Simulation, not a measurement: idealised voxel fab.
process module | voxel capacitor over wiring
cross-section cut | 140 nm wide | cells 5 nm
A cross-section is a grid of square cells, given in bands from the top down. A band is one or more rows of cells.
Each band's line starts with the height of the band's top and of its bottom, in nm. Then come its materials from left to right, each with its width in nm. One material with "throughout" fills the band from edge to edge. "air" is empty space.
Height 0 is the level under which the wafer as received is all one material. The lowest band goes on downwards, as in "0 down".
A width such as "30 to 40" changes by the same amount from each row of cells to the next, from the band's top row to its bottom row.
"no change" after a step means that no cell of the cross-section changed.
closed voids: empty space of 8 cells or more with no open way to the top, each as width x height at its distance from the left edge, in nm
after a step's settings: what the simulator itself notes on the step
overlay nm, on a step with a mask: how far to the right of its planned place the mask lay; to the left if negative
plan
1 op RECEIVE | material Si
2 op CONFORMAL_DEP | material SiO2 | thk nm 15
3 op DIRECTIONAL_DEP | material TiN | thk nm 5
4 op DIRECTIONAL_DEP | material W | thk nm 20
5 op MASKED_ETCH | tone cover | mask id METAL_1 | width nm 20 | pitch nm 80 | etch materials W | depth nm 20 | overlay nm 0
6 op MASKED_ETCH | tone cover | mask id METAL_1 | width nm 20 | pitch nm 80 | etch materials TiN | depth nm 5 | overlay nm 0
7 op FILL_DEP | material lowk | thk nm 10
8 op CMP | height nm 40
9 op CONFORMAL_DEP | material SiCN | thk nm 5
10 op DIRECTIONAL_DEP | material lowk | thk nm 10
11 op PATTERN | tone open | mask id PLUG_1 | material resist | width nm 15 | thk nm 20 | overlay nm 0
12 op DIRECTIONAL_ETCH | etch materials lowk | depth nm 10
13 op DIRECTIONAL_ETCH | etch materials SiCN | depth nm 5
14 op STRIP | etch materials resist
15 op CONFORMAL_DEP | material TiN | thk nm 5
16 op FILL_DEP | material Cu | thk nm 10
17 op CMP | height nm 55
18 op DIRECTIONAL_DEP | material TiN | thk nm 10
19 op DIRECTIONAL_DEP | material Al2O3 | thk nm 5
20 op DIRECTIONAL_DEP | material TiN | thk nm 10
21 op PATTERN | tone cover | mask id UPPER_PLATE | material resist | width nm 65 | thk nm 20 | overlay nm 0
22 op DIRECTIONAL_ETCH | etch materials TiN | depth nm 10
23 op DIRECTIONAL_ETCH | etch materials Al2O3 | depth nm 5
24 op STRIP | etch materials resist
25 op PATTERN | tone cover | mask id LOWER_PLATE | material resist | width nm 75 | thk nm 20 | overlay nm 0
26 op DIRECTIONAL_ETCH | etch materials TiN | depth nm 10
27 op STRIP | etch materials resist
28 op FILL_DEP | material SiO2 | thk nm 20
29 op CMP | height nm 95
30 op MASKED_ETCH | tone open | mask id PLUG_2 | width nm 15 | etch materials SiO2 | depth nm 15 | overlay nm 0
31 op CONFORMAL_DEP | material TiN | thk nm 5
32 op FILL_DEP | material Ru | thk nm 10
33 op CMP | height nm 95
34 op CONFORMAL_DEP | material SiCN | thk nm 5
varied across the wafers: thk nm of step 34. The plan shows the first wafer's value. All wafers start alike
first wafer as received, after step 1
  0 down: Si throughout
  closed voids: none
each wafer at the end: cells of each material gained (+) or lost (-) since it was received, then its closed voids
thk nm 5 | +13 Al2O3 | +2 Cu | +2 Ru | +53 SiCN | +230 SiO2 | +78 TiN | +32 W | +150 lowk | closed voids: none
thk nm 10 | +13 Al2O3 | +2 Cu | +2 Ru | +81 SiCN | +230 SiO2 | +78 TiN | +32 W | +150 lowk | closed voids: none
thk nm 15 | +13 Al2O3 | +2 Cu | +2 Ru | +109 SiCN | +230 SiO2 | +78 TiN | +32 W | +150 lowk | closed voids: none
thk nm 20 | +13 Al2O3 | +2 Cu | +2 Ru | +137 SiCN | +230 SiO2 | +78 TiN | +32 W | +150 lowk | closed voids: none
